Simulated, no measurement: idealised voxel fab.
Presented below is a process module, voxel wiring stack.
This is section cut - it's 140 nm across, gridded in 5 nm square cells.
Square cells in a grid make up a cross-section in this document, and the grid is given as bands, listed from the top down, each one or more rows of cells.
For a band, the entry starts with two heights in nm, that of the top and then that of the bottom, and carries on with the band's materials in order from left to right, each alongside its width in nm; the word "all across" beside a single material means it fills the band edge to edge, and "empty" means empty space.
Height datum 0, below which the as-received substrate wafer is one material. Lowest band open at the bottom, running downward: "0 -> down".
Width "30..40": first value at the band's top row of cells, second value at its bottom row, equal change from row to row.
No cell of the cross-section changed in a step that is given as "stayed the same".
This entry, "Unvented voids", enumerates those empty regions of no fewer than 8 cells that possess no open connection to the top. Each region is reported in the form width x height at distance, the distance being taken from the left edge, with all three quantities expressed in nm.
On each step's line, the part that comes after the settings is the simulator's own comment on the step.
overlay nm: mask offset rightward from planned place, masked step; negative means leftward offset.
[These are the steps we planned for the process]
1: RECEIVE [material Si]
2: CONFORMAL_DEP [material SiO2] [thk nm 10]
3: CONFORMAL_DEP [material SiN] [thk nm 5]
4: DIRECTIONAL_DEP [material lowk] [thk nm 15]
5: PATTERN [tone open] [mask id METAL_1] [material resist] [width nm 30] [pitch nm 50] [thk nm 20] [overlay nm 0]
6: DIRECTIONAL_ETCH [etch materials lowk] [depth nm 15]
7: DIRECTIONAL_ETCH [etch materials SiN] [depth nm 5]
8: STRIP [etch materials resist]
9: CONFORMAL_DEP [material TiN] [thk nm 5]
10: FILL_DEP [material Cu] [thk nm 5]
11: CMP [height nm 30]
12: CONFORMAL_DEP [material SiCN] [thk nm 5]
13: DIRECTIONAL_DEP [material SiO2] [thk nm 30]
14: MASKED_ETCH [tone open] [mask id METAL_2_HOLES] [width nm 15] [pitch nm 50] [etch materials SiO2] [depth nm 30] [overlay nm 0]
15: DIRECTIONAL_DEP [material aC] [thk nm 15]
16: PATTERN [tone open] [mask id METAL_2] [material resist] [width nm 30] [pitch nm 50] [thk nm 30] [overlay nm 0]
17: DIRECTIONAL_ETCH [etch materials aC] [depth nm 15]
18: STRIP [etch materials resist]
19: DIRECTIONAL_ETCH [etch materials SiO2] [depth nm 15]
20: DIRECTIONAL_ETCH [etch materials SiCN] [depth nm 5]
21: STRIP [etch materials aC]
22: CONFORMAL_DEP [material TiN] [thk nm 5]
23: FILL_DEP [material Cu] [thk nm 5]
24: CMP [height nm 65]
25: CONFORMAL_DEP [material SiCN] [thk nm 5]
26: DIRECTIONAL_DEP [material lowk] [thk nm 10]
27: PATTERN [tone open] [mask id PLUG_2] [material resist] [width nm 15] [pitch nm 50] [thk nm 15] [overlay nm 0]
28: DIRECTIONAL_ETCH [etch materials lowk] [depth nm 10]
29: DIRECTIONAL_ETCH [etch materials SiCN] [depth nm 5]
30: STRIP [etch materials resist]
31: EPI [material Ru] [thk nm 10]
32: EPI [material Ru] [thk nm 5]
33: CONFORMAL_DEP [material SiCN] [thk nm 5]
34: DIRECTIONAL_DEP [material lowk] [thk nm 15]
35: PATTERN [tone open] [mask id METAL_3] [material resist] [width nm 30] [pitch nm 50] [thk nm 20] [overlay nm 0]
36: DIRECTIONAL_ETCH [etch materials lowk] [depth nm 15]
37: DIRECTIONAL_ETCH [etch materials SiCN] [depth nm 5]
38: STRIP [etch materials resist]
39: CONFORMAL_DEP [material TiN] [thk nm 5]
40: FILL_DEP [material Ru] [thk nm 5]
41: CMP [height nm 100]
42: EPI [material Ru] [thk nm 5]
43: FILL_DEP [material SiCN] [thk nm 5]
44: DIRECTIONAL_DEP [material lowk] [thk nm 30]
45: PATTERN [tone open] [mask id METAL_4_HOLES] [material resist] [width nm 15] [thk nm 20] [overlay nm 0]
46: DIRECTIONAL_ETCH [etch materials lowk] [depth nm 30]
47: STRIP [etch materials resist]
48: PATTERN [tone open] [mask id METAL_4] [material resist] [width nm 30] [pitch nm 50] [thk nm 15] [overlay nm 0]
49: DIRECTIONAL_ETCH [etch materials lowk] [depth nm 15]
50: DIRECTIONAL_ETCH [etch materials SiCN] [depth nm 5]
51: STRIP [etch materials resist]
52: CONFORMAL_DEP [material TiN] [thk nm 5]
53: FILL_DEP [material Cu] [thk nm 10]
54: CMP [height nm 140]
55: CONFORMAL_DEP [material SiN] [thk nm 5]
[The first wafer of two, processed as planned]
[Delivered wafer in cross-section: state after step 1]
0 -> down = Si all across
Unvented voids: none
[Take a look at the wafer's cross-section after step 2]
10 -> 0 = SiO2 all across
No changes below 0.
[Take a look at the wafer's cross-section after step 3]
15 -> 10 = SiN all across
No changes below 10.
[Take a look at the wafer's cross-section after step 4]
30 -> 15 = lowk all across
No changes below 15.
[Take a look at the wafer's cross-section after step 5]
50 -> 30 = resist 30 nm; empty 30 nm; resist 20 nm; empty 30 nm; resist 30 nm
No changes below 30.
[Take a look at the wafer's cross-section after step 6]
50 -> 30 = resist 30 nm; empty 30 nm; resist 20 nm; empty 30 nm; resist 30 nm
30 -> 15 = lowk 30 nm; empty 30 nm; lowk 20 nm; empty 30 nm; lowk 30 nm
No changes below 15.
[Take a look at the wafer's cross-section after step 7]
50 -> 30 = resist 30 nm; empty 30 nm; resist 20 nm; empty 30 nm; resist 30 nm
30 -> 15 = lowk 30 nm; empty 30 nm; lowk 20 nm; empty 30 nm; lowk 30 nm
15 -> 10 = SiN 30 nm; empty 30 nm; SiN 20 nm; empty 30 nm; SiN 30 nm
No changes below 10.
[Take a look at the wafer's cross-section after step 8]
30 -> 15 = lowk 30 nm; empty 30 nm; lowk 20 nm; empty 30 nm; lowk 30 nm
No changes below 15.
[Take a look at the wafer's cross-section after step 9]
35 -> 30 = TiN 35 nm; empty 20 nm; TiN 30 nm; empty 20 nm; TiN 35 nm
30 -> 15 = lowk 30 nm; TiN 5 nm; empty 20 nm; TiN 5 nm; lowk 20 nm; TiN 5 nm; empty 20 nm; TiN 5 nm; lowk 30 nm
15 -> 10 = SiN 30 nm; TiN 30 nm; SiN 20 nm; TiN 30 nm; SiN 30 nm
No changes below 10.
[Take a look at the wafer's cross-section after step 10]
40 -> 35 = Cu all across
35 -> 30 = TiN 35 nm; Cu 20 nm; TiN 30 nm; Cu 20 nm; TiN 35 nm
30 -> 15 = lowk 30 nm; TiN 5 nm; Cu 20 nm; TiN 5 nm; lowk 20 nm; TiN 5 nm; Cu 20 nm; TiN 5 nm; lowk 30 nm
No changes below 15.
[Take a look at the wafer's cross-section after step 11]
30 -> 15 = lowk 30 nm; TiN 5 nm; Cu 20 nm; TiN 5 nm; lowk 20 nm; TiN 5 nm; Cu 20 nm; TiN 5 nm; lowk 30 nm
No changes below 15.
[Take a look at the wafer's cross-section after step 12]
35 -> 30 = SiCN all across
No changes below 30.
[Take a look at the wafer's cross-section after step 13]
65 -> 35 = SiO2 all across
No changes below 35.
[Take a look at the wafer's cross-section after step 14]
65 -> 35 = SiO2 30 nm; empty 15 nm; SiO2 35 nm; empty 15 nm; SiO2 45 nm
No changes below 35.
[Take a look at the wafer's cross-section after step 15]
80 -> 65 = aC 30 nm; empty 15 nm; aC 35 nm; empty 15 nm; aC 45 nm
65 -> 50 = SiO2 30 nm; empty 15 nm; SiO2 35 nm; empty 15 nm; SiO2 45 nm
50 -> 35 = SiO2 30 nm; aC 15 nm; SiO2 35 nm; aC 15 nm; SiO2 45 nm
No changes below 35.
[Take a look at the wafer's cross-section after step 16]
110 -> 80 = resist 30 nm; empty 30 nm; resist 20 nm; empty 30 nm; resist 30 nm
No changes below 80.
[Take a look at the wafer's cross-section after step 17]
95 -> 80 = resist 30 nm; empty 30 nm; resist 20 nm; empty 30 nm; resist 30 nm
80 -> 65 = aC 30 nm; empty 30 nm; aC 20 nm; empty 30 nm; aC 30 nm
65 -> 35 = SiO2 30 nm; empty 15 nm; SiO2 35 nm; empty 15 nm; SiO2 45 nm
No changes below 35.
[Take a look at the wafer's cross-section after step 18]
80 -> 65 = aC 30 nm; empty 30 nm; aC 20 nm; empty 30 nm; aC 30 nm
No changes below 65.
[Take a look at the wafer's cross-section after step 19]
80 -> 65 = aC 30 nm; empty 30 nm; aC 20 nm; empty 30 nm; aC 30 nm
65 -> 50 = SiO2 30 nm; empty 30 nm; SiO2 20 nm; empty 30 nm; SiO2 30 nm
No changes below 50.
[Take a look at the wafer's cross-section after step 20]
80 -> 65 = aC 30 nm; empty 30 nm; aC 20 nm; empty 30 nm; aC 30 nm
65 -> 50 = SiO2 30 nm; empty 30 nm; SiO2 20 nm; empty 30 nm; SiO2 30 nm
50 -> 35 = SiO2 30 nm; empty 15 nm; SiO2 35 nm; empty 15 nm; SiO2 45 nm
35 -> 30 = SiCN 30 nm; empty 15 nm; SiCN 35 nm; empty 15 nm; SiCN 45 nm
No changes below 30.
[Take a look at the wafer's cross-section after step 21]
65 -> 50 = SiO2 30 nm; empty 30 nm; SiO2 20 nm; empty 30 nm; SiO2 30 nm
No changes below 50.
[Take a look at the wafer's cross-section after step 22]
70 -> 65 = TiN 35 nm; empty 20 nm; TiN 30 nm; empty 20 nm; TiN 35 nm
65 -> 55 = SiO2 30 nm; TiN 5 nm; empty 20 nm; TiN 5 nm; SiO2 20 nm; TiN 5 nm; empty 20 nm; TiN 5 nm; SiO2 30 nm
55 -> 50 = SiO2 30 nm; TiN 5 nm; empty 5 nm; TiN 20 nm; SiO2 20 nm; TiN 5 nm; empty 5 nm; TiN 20 nm; SiO2 30 nm
50 -> 35 = SiO2 30 nm; TiN 5 nm; empty 5 nm; TiN 5 nm; SiO2 35 nm; TiN 5 nm; empty 5 nm; TiN 5 nm; SiO2 45 nm
35 -> 30 = SiCN 30 nm; TiN 15 nm; SiCN 35 nm; TiN 15 nm; SiCN 45 nm
No changes below 30.
[Take a look at the wafer's cross-section after step 23]
75 -> 70 = Cu all across
70 -> 65 = TiN 35 nm; Cu 20 nm; TiN 30 nm; Cu 20 nm; TiN 35 nm
65 -> 55 = SiO2 30 nm; TiN 5 nm; Cu 20 nm; TiN 5 nm; SiO2 20 nm; TiN 5 nm; Cu 20 nm; TiN 5 nm; SiO2 30 nm
55 -> 50 = SiO2 30 nm; TiN 5 nm; Cu 5 nm; TiN 20 nm; SiO2 20 nm; TiN 5 nm; Cu 5 nm; TiN 20 nm; SiO2 30 nm
50 -> 35 = SiO2 30 nm; TiN 5 nm; Cu 5 nm; TiN 5 nm; SiO2 35 nm; TiN 5 nm; Cu 5 nm; TiN 5 nm; SiO2 45 nm
No changes below 35.
[Take a look at the wafer's cross-section after step 24]
65 -> 55 = SiO2 30 nm; TiN 5 nm; Cu 20 nm; TiN 5 nm; SiO2 20 nm; TiN 5 nm; Cu 20 nm; TiN 5 nm; SiO2 30 nm
No changes below 55.
[Take a look at the wafer's cross-section after step 25]
70 -> 65 = SiCN all across
No changes below 65.
[Take a look at the wafer's cross-section after step 26]
80 -> 70 = lowk all across
No changes below 70.
[Take a look at the wafer's cross-section after step 27]
95 -> 80 = resist 30 nm; empty 15 nm; resist 35 nm; empty 15 nm; resist 45 nm
No changes below 80.
[Take a look at the wafer's cross-section after step 28]
95 -> 80 = resist 30 nm; empty 15 nm; resist 35 nm; empty 15 nm; resist 45 nm
80 -> 70 = lowk 30 nm; empty 15 nm; lowk 35 nm; empty 15 nm; lowk 45 nm
No changes below 70.
[Take a look at the wafer's cross-section after step 29]
95 -> 80 = resist 30 nm; empty 15 nm; resist 35 nm; empty 15 nm; resist 45 nm
80 -> 70 = lowk 30 nm; empty 15 nm; lowk 35 nm; empty 15 nm; lowk 45 nm
70 -> 65 = SiCN 30 nm; empty 15 nm; SiCN 35 nm; empty 15 nm; SiCN 45 nm
No changes below 65.
[Take a look at the wafer's cross-section after step 30]
80 -> 70 = lowk 30 nm; empty 15 nm; lowk 35 nm; empty 15 nm; lowk 45 nm
No changes below 70.
[Take a look at the wafer's cross-section after step 31]
80 -> 75 = lowk 30 nm; empty 15 nm; lowk 35 nm; empty 15 nm; lowk 45 nm
75 -> 70 = lowk 30 nm; Ru 15 nm; lowk 35 nm; Ru 15 nm; lowk 45 nm
70 -> 65 = SiCN 30 nm; Ru 15 nm; SiCN 35 nm; Ru 15 nm; SiCN 45 nm
No changes below 65.
[Take a look at the wafer's cross-section after step 32]
80 -> 70 = lowk 30 nm; Ru 15 nm; lowk 35 nm; Ru 15 nm; lowk 45 nm
No changes below 70.
[Take a look at the wafer's cross-section after step 33]
85 -> 80 = SiCN all across
No changes below 80.
[Take a look at the wafer's cross-section after step 34]
100 -> 85 = lowk all across
No changes below 85.
[Take a look at the wafer's cross-section after step 35]
120 -> 100 = resist 30 nm; empty 30 nm; resist 20 nm; empty 30 nm; resist 30 nm
No changes below 100.
[Take a look at the wafer's cross-section after step 36]
120 -> 100 = resist 30 nm; empty 30 nm; resist 20 nm; empty 30 nm; resist 30 nm
100 -> 85 = lowk 30 nm; empty 30 nm; lowk 20 nm; empty 30 nm; lowk 30 nm
No changes below 85.
[Take a look at the wafer's cross-section after step 37]
120 -> 100 = resist 30 nm; empty 30 nm; resist 20 nm; empty 30 nm; resist 30 nm
100 -> 85 = lowk 30 nm; empty 30 nm; lowk 20 nm; empty 30 nm; lowk 30 nm
85 -> 80 = SiCN 30 nm; empty 30 nm; SiCN 20 nm; empty 30 nm; SiCN 30 nm
No changes below 80.
[Take a look at the wafer's cross-section after step 38]
100 -> 85 = lowk 30 nm; empty 30 nm; lowk 20 nm; empty 30 nm; lowk 30 nm
No changes below 85.
[Take a look at the wafer's cross-section after step 39]
105 -> 100 = TiN 35 nm; empty 20 nm; TiN 30 nm; empty 20 nm; TiN 35 nm
100 -> 85 = lowk 30 nm; TiN 5 nm; empty 20 nm; TiN 5 nm; lowk 20 nm; TiN 5 nm; empty 20 nm; TiN 5 nm; lowk 30 nm
85 -> 80 = SiCN 30 nm; TiN 30 nm; SiCN 20 nm; TiN 30 nm; SiCN 30 nm
No changes below 80.
[Take a look at the wafer's cross-section after step 40]
110 -> 105 = Ru all across
105 -> 100 = TiN 35 nm; Ru 20 nm; TiN 30 nm; Ru 20 nm; TiN 35 nm
100 -> 85 = lowk 30 nm; TiN 5 nm; Ru 20 nm; TiN 5 nm; lowk 20 nm; TiN 5 nm; Ru 20 nm; TiN 5 nm; lowk 30 nm
No changes below 85.
[Take a look at the wafer's cross-section after step 41]
100 -> 85 = lowk 30 nm; TiN 5 nm; Ru 20 nm; TiN 5 nm; lowk 20 nm; TiN 5 nm; Ru 20 nm; TiN 5 nm; lowk 30 nm
No changes below 85.
[Take a look at the wafer's cross-section after step 42]
105 -> 100 = empty 25 nm; Ru 40 nm; empty 10 nm; Ru 40 nm; empty 25 nm
No changes below 100.
[Take a look at the wafer's cross-section after step 43]
110 -> 105 = SiCN all across
105 -> 100 = SiCN 25 nm; Ru 40 nm; SiCN 10 nm; Ru 40 nm; SiCN 25 nm
No changes below 100.
[Take a look at the wafer's cross-section after step 44]
140 -> 110 = lowk all across
No changes below 110.
[Take a look at the wafer's cross-section after step 45]
160 -> 140 = resist 30 nm; empty 15 nm; resist 95 nm
No changes below 140.
[Take a look at the wafer's cross-section after step 46]
160 -> 140 = resist 30 nm; empty 15 nm; resist 95 nm
140 -> 110 = lowk 30 nm; empty 15 nm; lowk 95 nm
No changes below 110.
[Take a look at the wafer's cross-section after step 47]
140 -> 110 = lowk 30 nm; empty 15 nm; lowk 95 nm
No changes below 110.
[Take a look at the wafer's cross-section after step 48]
155 -> 140 = resist 30 nm; empty 30 nm; resist 20 nm; empty 30 nm; resist 30 nm
No changes below 140.
[Take a look at the wafer's cross-section after step 49]
155 -> 140 = resist 30 nm; empty 30 nm; resist 20 nm; empty 30 nm; resist 30 nm
140 -> 125 = lowk 30 nm; empty 30 nm; lowk 20 nm; empty 30 nm; lowk 30 nm
No changes below 125.
[Take a look at the wafer's cross-section after step 50]
155 -> 140 = resist 30 nm; empty 30 nm; resist 20 nm; empty 30 nm; resist 30 nm
140 -> 125 = lowk 30 nm; empty 30 nm; lowk 20 nm; empty 30 nm; lowk 30 nm
125 -> 110 = lowk 30 nm; empty 15 nm; lowk 95 nm
110 -> 105 = SiCN 30 nm; empty 15 nm; SiCN 95 nm
No changes below 105.
[Take a look at the wafer's cross-section after step 51]
140 -> 125 = lowk 30 nm; empty 30 nm; lowk 20 nm; empty 30 nm; lowk 30 nm
No changes below 125.
[Take a look at the wafer's cross-section after step 52]
145 -> 140 = TiN 35 nm; empty 20 nm; TiN 30 nm; empty 20 nm; TiN 35 nm
140 -> 130 = lowk 30 nm; TiN 5 nm; empty 20 nm; TiN 5 nm; lowk 20 nm; TiN 5 nm; empty 20 nm; TiN 5 nm; lowk 30 nm
130 -> 125 = lowk 30 nm; TiN 5 nm; empty 5 nm; TiN 20 nm; lowk 20 nm; TiN 30 nm; lowk 30 nm
125 -> 110 = lowk 30 nm; TiN 5 nm; empty 5 nm; TiN 5 nm; lowk 95 nm
110 -> 105 = SiCN 30 nm; TiN 15 nm; SiCN 95 nm
No changes below 105.
[Take a look at the wafer's cross-section after step 53]
155 -> 145 = Cu all across
145 -> 140 = TiN 35 nm; Cu 20 nm; TiN 30 nm; Cu 20 nm; TiN 35 nm
140 -> 130 = lowk 30 nm; TiN 5 nm; Cu 20 nm; TiN 5 nm; lowk 20 nm; TiN 5 nm; Cu 20 nm; TiN 5 nm; lowk 30 nm
130 -> 125 = lowk 30 nm; TiN 5 nm; Cu 5 nm; TiN 20 nm; lowk 20 nm; TiN 30 nm; lowk 30 nm
125 -> 110 = lowk 30 nm; TiN 5 nm; Cu 5 nm; TiN 5 nm; lowk 95 nm
No changes below 110.
[Take a look at the wafer's cross-section after step 54]
140 -> 130 = lowk 30 nm; TiN 5 nm; Cu 20 nm; TiN 5 nm; lowk 20 nm; TiN 5 nm; Cu 20 nm; TiN 5 nm; lowk 30 nm
No changes below 130.
[Take a look at the wafer's cross-section after step 55]
145 -> 140 = SiN all across
No changes below 140.
[Second Wafer (Identical Start and Plan, One Processing Error; Matches First Wafer Through Step 32)]
[Cross-section of the second wafer at the time by which step 33 should have been completed according to the plan]
85 -> 80 = Cu all across
No changes below 80.
[Cross-section of the second wafer at the time by which step 34 should have been completed according to the plan]
100 -> 85 = lowk all across
No changes below 85.
[Cross-section of the second wafer at the time by which step 35 should have been completed according to the plan]
120 -> 100 = resist 30 nm; empty 30 nm; resist 20 nm; empty 30 nm; resist 30 nm
No changes below 100.
[Cross-section of the second wafer at the time by which step 36 should have been completed according to the plan]
120 -> 100 = resist 30 nm; empty 30 nm; resist 20 nm; empty 30 nm; resist 30 nm
100 -> 85 = lowk 30 nm; empty 30 nm; lowk 20 nm; empty 30 nm; lowk 30 nm
No changes below 85.
Cross-section of the second wafer at the time by which step 37 should have been completed according to the plan: stayed the same
[Cross-section of the second wafer at the time by which step 38 should have been completed according to the plan]
100 -> 85 = lowk 30 nm; empty 30 nm; lowk 20 nm; empty 30 nm; lowk 30 nm
No changes below 85.
[Cross-section of the second wafer at the time by which step 39 should have been completed according to the plan]
105 -> 100 = TiN 35 nm; empty 20 nm; TiN 30 nm; empty 20 nm; TiN 35 nm
100 -> 90 = lowk 30 nm; TiN 5 nm; empty 20 nm; TiN 5 nm; lowk 20 nm; TiN 5 nm; empty 20 nm; TiN 5 nm; lowk 30 nm
90 -> 85 = lowk 30 nm; TiN 30 nm; lowk 20 nm; TiN 30 nm; lowk 30 nm
No changes below 85.
[Cross-section of the second wafer at the time by which step 40 should have been completed according to the plan]
110 -> 105 = Ru all across
105 -> 100 = TiN 35 nm; Ru 20 nm; TiN 30 nm; Ru 20 nm; TiN 35 nm
100 -> 90 = lowk 30 nm; TiN 5 nm; Ru 20 nm; TiN 5 nm; lowk 20 nm; TiN 5 nm; Ru 20 nm; TiN 5 nm; lowk 30 nm
No changes below 90.
[Cross-section of the second wafer at the time by which step 41 should have been completed according to the plan]
100 -> 90 = lowk 30 nm; TiN 5 nm; Ru 20 nm; TiN 5 nm; lowk 20 nm; TiN 5 nm; Ru 20 nm; TiN 5 nm; lowk 30 nm
No changes below 90.
[Cross-section of the second wafer at the time by which step 42 should have been completed according to the plan]
105 -> 100 = empty 25 nm; Ru 40 nm; empty 10 nm; Ru 40 nm; empty 25 nm
No changes below 100.
[Cross-section of the second wafer at the time by which step 43 should have been completed according to the plan]
110 -> 105 = SiCN all across
105 -> 100 = SiCN 25 nm; Ru 40 nm; SiCN 10 nm; Ru 40 nm; SiCN 25 nm
No changes below 100.
[Cross-section of the second wafer at the time by which step 44 should have been completed according to the plan]
140 -> 110 = lowk all across
No changes below 110.
[Cross-section of the second wafer at the time by which step 45 should have been completed according to the plan]
160 -> 140 = resist 30 nm; empty 15 nm; resist 95 nm
No changes below 140.
[Cross-section of the second wafer at the time by which step 46 should have been completed according to the plan]
160 -> 140 = resist 30 nm; empty 15 nm; resist 95 nm
140 -> 110 = lowk 30 nm; empty 15 nm; lowk 95 nm
No changes below 110.
[Cross-section of the second wafer at the time by which step 47 should have been completed according to the plan]
140 -> 110 = lowk 30 nm; empty 15 nm; lowk 95 nm
No changes below 110.
[Cross-section of the second wafer at the time by which step 48 should have been completed according to the plan]
155 -> 140 = resist 30 nm; empty 30 nm; resist 20 nm; empty 30 nm; resist 30 nm
No changes below 140.
[Cross-section of the second wafer at the time by which step 49 should have been completed according to the plan]
155 -> 140 = resist 30 nm; empty 30 nm; resist 20 nm; empty 30 nm; resist 30 nm
140 -> 125 = lowk 30 nm; empty 30 nm; lowk 20 nm; empty 30 nm; lowk 30 nm
No changes below 125.
[Cross-section of the second wafer at the time by which step 50 should have been completed according to the plan]
155 -> 140 = resist 30 nm; empty 30 nm; resist 20 nm; empty 30 nm; resist 30 nm
140 -> 125 = lowk 30 nm; empty 30 nm; lowk 20 nm; empty 30 nm; lowk 30 nm
125 -> 110 = lowk 30 nm; empty 15 nm; lowk 95 nm
110 -> 105 = SiCN 30 nm; empty 15 nm; SiCN 95 nm
No changes below 105.
[Cross-section of the second wafer at the time by which step 51 should have been completed according to the plan]
140 -> 125 = lowk 30 nm; empty 30 nm; lowk 20 nm; empty 30 nm; lowk 30 nm
No changes below 125.
[Cross-section of the second wafer at the time by which step 52 should have been completed according to the plan]
145 -> 140 = TiN 35 nm; empty 20 nm; TiN 30 nm; empty 20 nm; TiN 35 nm
140 -> 130 = lowk 30 nm; TiN 5 nm; empty 20 nm; TiN 5 nm; lowk 20 nm; TiN 5 nm; empty 20 nm; TiN 5 nm; lowk 30 nm
130 -> 125 = lowk 30 nm; TiN 5 nm; empty 5 nm; TiN 20 nm; lowk 20 nm; TiN 30 nm; lowk 30 nm
125 -> 110 = lowk 30 nm; TiN 5 nm; empty 5 nm; TiN 5 nm; lowk 95 nm
110 -> 105 = SiCN 30 nm; TiN 15 nm; SiCN 95 nm
No changes below 105.
[Cross-section of the second wafer at the time by which step 53 should have been completed according to the plan]
155 -> 145 = Cu all across
145 -> 140 = TiN 35 nm; Cu 20 nm; TiN 30 nm; Cu 20 nm; TiN 35 nm
140 -> 130 = lowk 30 nm; TiN 5 nm; Cu 20 nm; TiN 5 nm; lowk 20 nm; TiN 5 nm; Cu 20 nm; TiN 5 nm; lowk 30 nm
130 -> 125 = lowk 30 nm; TiN 5 nm; Cu 5 nm; TiN 20 nm; lowk 20 nm; TiN 30 nm; lowk 30 nm
125 -> 110 = lowk 30 nm; TiN 5 nm; Cu 5 nm; TiN 5 nm; lowk 95 nm
No changes below 110.
[Cross-section of the second wafer at the time by which step 54 should have been completed according to the plan]
140 -> 130 = lowk 30 nm; TiN 5 nm; Cu 20 nm; TiN 5 nm; lowk 20 nm; TiN 5 nm; Cu 20 nm; TiN 5 nm; lowk 30 nm
No changes below 130.
[Cross-section of the second wafer at the time by which step 55 should have been completed according to the plan]
145 -> 140 = SiN all across
No changes below 140.
What broke from the plan during processing? step 33 off recipe, ran as CONFORMAL_DEP [material Cu] [thk nm 5]
End of process, cell counts, second wafer against first, materials with more or fewer: +28 Cu; -8 Ru; -16 SiCN; -4 TiN
